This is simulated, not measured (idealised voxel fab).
Process module name: voxel transistor to metal
FYI the section here is cut, 290 nm wide, cells are 5 nm squares.
How to read a cross-section here: the picture is a grid of square cells, written as bands going from the top down, and any band can span one or more rows of cells. Heights first: top, then bottom, in nm. Then materials, left to right, each with a width in nm. "everywhere" on a single material: fills the band edge to edge. "empty": empty space. Counting heights begins at 0, where everything beneath is, in the wafer as received, one material. The lowest band has no bottom; it goes on downwards, as "from 0 down" shows. Think of "30->40" as a width that walks from the first number to the second as you go down the band, top row to bottom row, taking equal-sized steps from row to row. Where a step carries "same as before", the cross-section came out of it unchanged, cell for cell. "Enclosed void list" lists enclosed empty spaces (at least 8 cells, no open path upward to the top), each as width x height at distance from the left edge, in nm. Read whatever lies past the settings on a step's line as the simulator's own remark about the step. "overlay nm", when on a step's line for a step with a mask, measures how far to the right of its planned place the mask lay; a negative measure means to the left.
### Set out below are the planned steps of the process
1) RECEIVE with material Si
2) OXIDIZE with depth nm 5
3) CONFORMAL_DEP with material SiN, thk nm 10
4) PATTERN with tone cover, mask id ACTIVE, material resist, width nm 115, pitch nm 140, thk nm 15, overlay nm 0
5) DIRECTIONAL_ETCH with etch materials SiN, depth nm 5
6) DIRECTIONAL_ETCH with etch materials SiO2, depth nm 5
7) DIRECTIONAL_ETCH with etch materials Si, depth nm 35
8) STRIP with etch materials resist
9) FILL_DEP with material SiO2, thk nm 10
10) CMP with height nm 10
11) SELECTIVE_ETCH with etch materials SiO2, depth nm 10
12) STRIP with etch materials SiN
13) SELECTIVE_ETCH with etch materials SiO2, depth nm 5
14) OXIDIZE with depth nm 5
15) DIRECTIONAL_DEP with material polySi, thk nm 20
16) DIRECTIONAL_DEP with material SiCN, thk nm 15
17) PATTERN with tone cover, mask id GATE, material resist, width nm 25, pitch nm 140, thk nm 15, overlay nm 0
18) DIRECTIONAL_ETCH with etch materials SiCN, depth nm 25
19) DIRECTIONAL_ETCH with etch materials polySi, depth nm 30
20) STRIP with etch materials resist
21) CONFORMAL_DEP with material SiN, thk nm 5
22) DIRECTIONAL_ETCH with etch materials SiN, depth nm 5
23) DIRECTIONAL_ETCH with etch materials SiO2, depth nm 5
24) DIRECTIONAL_ETCH with etch materials Si, depth nm 15
25) EPI with material nSi, thk nm 20
26) FILL_DEP with material SiO2, thk nm 10
27) CMP with height nm 15
28) STRIP with etch materials polySi
29) SELECTIVE_ETCH with etch materials SiO2, depth nm 5
30) CONFORMAL_DEP with material HfO2, thk nm 5
31) CONFORMAL_DEP with material TiN, thk nm 5
32) FILL_DEP with material W, thk nm 10
33) CMP with height nm 10
34) DIRECTIONAL_DEP with material SiO2, thk nm 15
35) MASKED_ETCH with tone open, mask id CONTACT, width nm 15, etch materials SiO2, depth nm 30, overlay nm 0
36) CONFORMAL_DEP with material TiN, thk nm 5
37) FILL_DEP with material Ru, thk nm 5
38) CMP with height nm 25
39) CONFORMAL_DEP with material SiN, thk nm 5
40) DIRECTIONAL_DEP with material SiO2, thk nm 20
41) DIRECTIONAL_DEP with material aC, thk nm 10
42) PATTERN with tone open, mask id METAL_1, material resist, width nm 15, thk nm 30, overlay nm 0
43) DIRECTIONAL_ETCH with etch materials aC, depth nm 10
44) STRIP with etch materials resist
45) DIRECTIONAL_ETCH with etch materials SiO2, depth nm 20
46) DIRECTIONAL_ETCH with etch materials SiN, depth nm 5
47) STRIP with etch materials aC
48) CONFORMAL_DEP with material TiN, thk nm 5
49) FILL_DEP with material Cu, thk nm 5
50) CMP with height nm 50
51) EPI with material Ru, thk nm 5
52) FILL_DEP with material SiCN, thk nm 5
varied across the wafers: depth nm of step 5. The plan shows the first wafer's value. All wafers start alike
### Received condition of the first of several wafers, sectioned: post-step 1
> from 0 down  Si everywhere
> Enclosed void list: none
### End-of-module cross-section, first of several wafers, after last step 52
> from 60 to 55  SiCN everywhere
> from 55 to 50  SiCN: 20  Ru: 25  SiCN: 55  Ru: 25  SiCN: 35  Ru: 25  SiCN: 55  Ru: 25  SiCN: 25
> from 50 to 30  SiO2: 25  TiN: 5  Cu: 5  TiN: 5  SiO2: 65  TiN: 5  Cu: 5  TiN: 5  SiO2: 45  TiN: 5  Cu: 5  TiN: 5  SiO2: 65  TiN: 5  Cu: 5  TiN: 5  SiO2: 30
> from 30 to 25  SiN: 25  TiN: 15  SiN: 65  TiN: 15  SiN: 45  TiN: 15  SiN: 65  TiN: 15  SiN: 30
> from 25 to 15  SiO2: 25  TiN: 5  Ru: 5  TiN: 5  SiO2: 65  TiN: 5  Ru: 5  TiN: 5  SiO2: 45  TiN: 5  Ru: 5  TiN: 5  SiO2: 65  TiN: 5  Ru: 5  TiN: 5  SiO2: 30
> from 15 to 10  SiO2: 25  TiN: 15  SiO2: 65  TiN: 15  SiO2: 45  TiN: 15  SiO2: 65  TiN: 15  SiO2: 30
> from 10 to 0  SiO2: 25  TiN: 10  nSi: 20  SiN: 5  HfO2: 5  TiN: 5  W: 5  TiN: 5  HfO2: 5  SiN: 5  nSi: 20  TiN: 10  SiO2: 45  TiN: 10  nSi: 20  SiN: 5  HfO2: 5  TiN: 5  W: 5  TiN: 5  HfO2: 5  SiN: 5  nSi: 20  TiN: 10  SiO2: 30
> from 0 to -5  SiO2: 25  TiN: 10  nSi: 20  SiN: 5  HfO2: 5  TiN: 15  HfO2: 5  SiN: 5  nSi: 20  TiN: 10  SiO2: 45  TiN: 10  nSi: 20  SiN: 5  HfO2: 5  TiN: 15  HfO2: 5  SiN: 5  nSi: 20  TiN: 10  SiO2: 30
> from -5 to -10  nSi: 55  HfO2: 35  nSi: 105  HfO2: 35  nSi: 60
> from -10 to -25  nSi: 55  Si: 35  nSi: 105  Si: 35  nSi: 60
> from -25 down  Si everywhere
> Enclosed void list: none
### So this is the cross-section on the last wafer at the end of the module
> from 60 to 55  SiCN everywhere
> from 55 to 50  SiCN: 20  Ru: 25  SiCN: 55  Ru: 25  SiCN: 35  Ru: 25  SiCN: 55  Ru: 25  SiCN: 25
> from 50 to 30  SiO2: 25  TiN: 5  Cu: 5  TiN: 5  SiO2: 65  TiN: 5  Cu: 5  TiN: 5  SiO2: 45  TiN: 5  Cu: 5  TiN: 5  SiO2: 65  TiN: 5  Cu: 5  TiN: 5  SiO2: 30
> from 30 to 25  SiN: 25  TiN: 15  SiN: 65  TiN: 15  SiN: 45  TiN: 15  SiN: 65  TiN: 15  SiN: 30
> from 25 to 15  SiO2: 25  TiN: 5  Ru: 5  TiN: 5  SiO2: 65  TiN: 5  Ru: 5  TiN: 5  SiO2: 45  TiN: 5  Ru: 5  TiN: 5  SiO2: 65  TiN: 5  Ru: 5  TiN: 5  SiO2: 30
> from 15 to 10  SiO2: 25  TiN: 15  SiO2: 65  TiN: 15  SiO2: 45  TiN: 15  SiO2: 65  TiN: 15  SiO2: 30
> from 10 to 0  SiO2: 25  TiN: 10  nSi: 20  SiN: 5  HfO2: 5  TiN: 5  W: 5  TiN: 5  HfO2: 5  SiN: 5  nSi: 20  TiN: 10  SiO2: 45  TiN: 10  nSi: 20  SiN: 5  HfO2: 5  TiN: 5  W: 5  TiN: 5  HfO2: 5  SiN: 5  nSi: 20  TiN: 10  SiO2: 30
> from 0 to -5  SiO2: 25  TiN: 10  nSi: 20  SiN: 5  HfO2: 5  TiN: 15  HfO2: 5  SiN: 5  nSi: 20  TiN: 10  SiO2: 45  TiN: 10  nSi: 20  SiN: 5  HfO2: 5  TiN: 15  HfO2: 5  SiN: 5  nSi: 20  TiN: 10  SiO2: 30
> from -5 to -10  SiO2: 10  nSi: 45  HfO2: 35  nSi: 45  SiO2: 15  nSi: 45  HfO2: 35  nSi: 45  SiO2: 15
> from -10 to -25  SiO2: 15  nSi: 40  Si: 35  nSi: 40  SiO2: 25  nSi: 40  Si: 35  nSi: 40  SiO2: 20
> from -25 to -40  SiO2: 15  Si: 115  SiO2: 25  Si: 115  SiO2: 20
> from -40 down  Si everywhere
> Enclosed void list: none
### Per wafer (row), end of module: delta in cells per material since receipt, (+) for gained, (-) for lost; closed voids after that
depth nm 5, +16 Cu, +26 HfO2, +28 Ru, -248 Si, +96 SiCN, +58 SiN, +382 SiO2, +110 TiN, +4 W, +224 nSi, Enclosed void list: none
depth nm 10, +16 Cu, +26 HfO2, +28 Ru, -284 Si, +96 SiCN, +58 SiN, +462 SiO2, +110 TiN, +4 W, +180 nSi, Enclosed void list: none
depth nm 15, +16 Cu, +26 HfO2, +28 Ru, -284 Si, +96 SiCN, +58 SiN, +462 SiO2, +110 TiN, +4 W, +180 nSi, Enclosed void list: none
depth nm 20, +16 Cu, +26 HfO2, +28 Ru, -284 Si, +96 SiCN, +58 SiN, +462 SiO2, +110 TiN, +4 W, +180 nSi, Enclosed void list: none
depth nm 25, +16 Cu, +26 HfO2, +28 Ru, -284 Si, +96 SiCN, +58 SiN, +462 SiO2, +110 TiN, +4 W, +180 nSi, Enclosed void list: none
